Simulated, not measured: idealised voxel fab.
Herein follows the process module entitled voxel self aligned contacts.
Square cell edge 5 nm, section width 185 nm, ID cut.
Cross-section layout: square cells on a grid; listed as bands, top to bottom; a band spans one or more cell rows.
Top height, bottom height, nm. Materials left to right, width each, nm. Single material + "throughout" = fills band edge to edge. "empty" = empty.
Note: height 0 marks the level under which the wafer is uniformly one material as received. Lowest band unbounded below, written "from 0 down".
Graded width ("30->40"): value in top row of band = first number; value in bottom row = second number; row-to-row change constant.
Given "stayed the same" for a step, no cell of the cross-section differs between before and after that step.
"Sealed voids" contains a list of empty spaces, each no smaller than 8 cells and without an open way to the top, written in the form width x height at distance with the distance from the left edge and all three in nm.
That trailing text on a step's line, after the settings, is the simulator's own remark on the step.
If you see "overlay nm" on a step's line and that step has a mask, it's telling you how far right of where it was planned the mask ended up; a negative number means it went left instead.
### plan
1 RECEIVE | material Si
2 OXIDIZE | depth nm 5
3 DIRECTIONAL_DEP | material polySi | thk nm 25
4 DIRECTIONAL_DEP | material SiN | thk nm 20
5 MASKED_ETCH | tone cover | mask id GATE | width nm 35 | pitch nm 80 | etch materials SiN | depth nm 20 | overlay nm 0
6 MASKED_ETCH | tone cover | mask id GATE | width nm 35 | pitch nm 80 | etch materials polySi | depth nm 25 | overlay nm 0
7 CONFORMAL_DEP | material SiN | thk nm 10
8 DIRECTIONAL_ETCH | etch materials SiN | depth nm 10
9 FILL_DEP | material SiO2 | thk nm 20
10 CMP | height nm 55
11 PATTERN | tone open | mask id CONTACT | material resist | width nm 55 | thk nm 15 | overlay nm 0
12 DIRECTIONAL_ETCH | etch materials SiO2 | depth nm 60
13 STRIP | etch materials resist
14 CONFORMAL_DEP | material TiN | thk nm 5
15 FILL_DEP | material Ru | thk nm 10
16 CMP | height nm 55
17 CONFORMAL_DEP | material SiCN | thk nm 5
### Here's what the wafer looked like in cross-section when it arrived - that's after step 1
* from 0 down | Si throughout
* Sealed voids: none
### Wafer cross-section at module end: first of two, run to plan
* from 60 to 55 | SiCN throughout
* from 55 to 45 | SiO2 65 nm, TiN 5->20 nm, Ru 45->15 nm, TiN 5->20 nm, SiO2 65 nm
* from 45 to 25 | SiO2 25 nm, SiN 55 nm, TiN 5 nm, Ru 15 nm, TiN 5 nm, SiN 55 nm, SiO2 25 nm
* from 25 to 0 | SiO2 25 nm, SiN 10 nm, polySi 35 nm, SiN 10 nm, TiN 5 nm, Ru 15 nm, TiN 5 nm, SiN 10 nm, polySi 35 nm, SiN 10 nm, SiO2 25 nm
* from 0 to -5 | SiO2 80 nm, TiN 25 nm, SiO2 80 nm
* from -5 down | Si throughout
* Sealed voids: none
### This is the second of the two wafers, cross-sectioned at the end of the module; it started exactly like the first and was given the same plan, but it was run with one mistake
* from 60 to 55 | SiCN throughout
* from 55 to 45 | Ru 60->20 nm, TiN 5->45 nm, SiO2 55 nm, TiN 5->45 nm, Ru 60->20 nm
* from 45 to 25 | Ru 20 nm, TiN 5 nm, SiN 55 nm, SiO2 25 nm, SiN 55 nm, TiN 5 nm, Ru 20 nm
* from 25 to 0 | Ru 20 nm, TiN 5 nm, SiN 10 nm, polySi 35 nm, SiN 10 nm, SiO2 25 nm, SiN 10 nm, polySi 35 nm, SiN 10 nm, TiN 5 nm, Ru 20 nm
* from 0 to -5 | TiN 25 nm, SiO2 135 nm, TiN 25 nm
* from -5 down | Si throughout
* Sealed voids: none
Finding, execution versus plan: step 11 was run on a setting that differed from the plan, and what really ran there is PATTERN | tone cover | mask id CONTACT | material resist | width nm 55 | thk nm 15 | overlay nm 0
The second wafer ends with more or fewer cells of some materials than the first, per final count: Ru +65, SiO2 -80, TiN +15
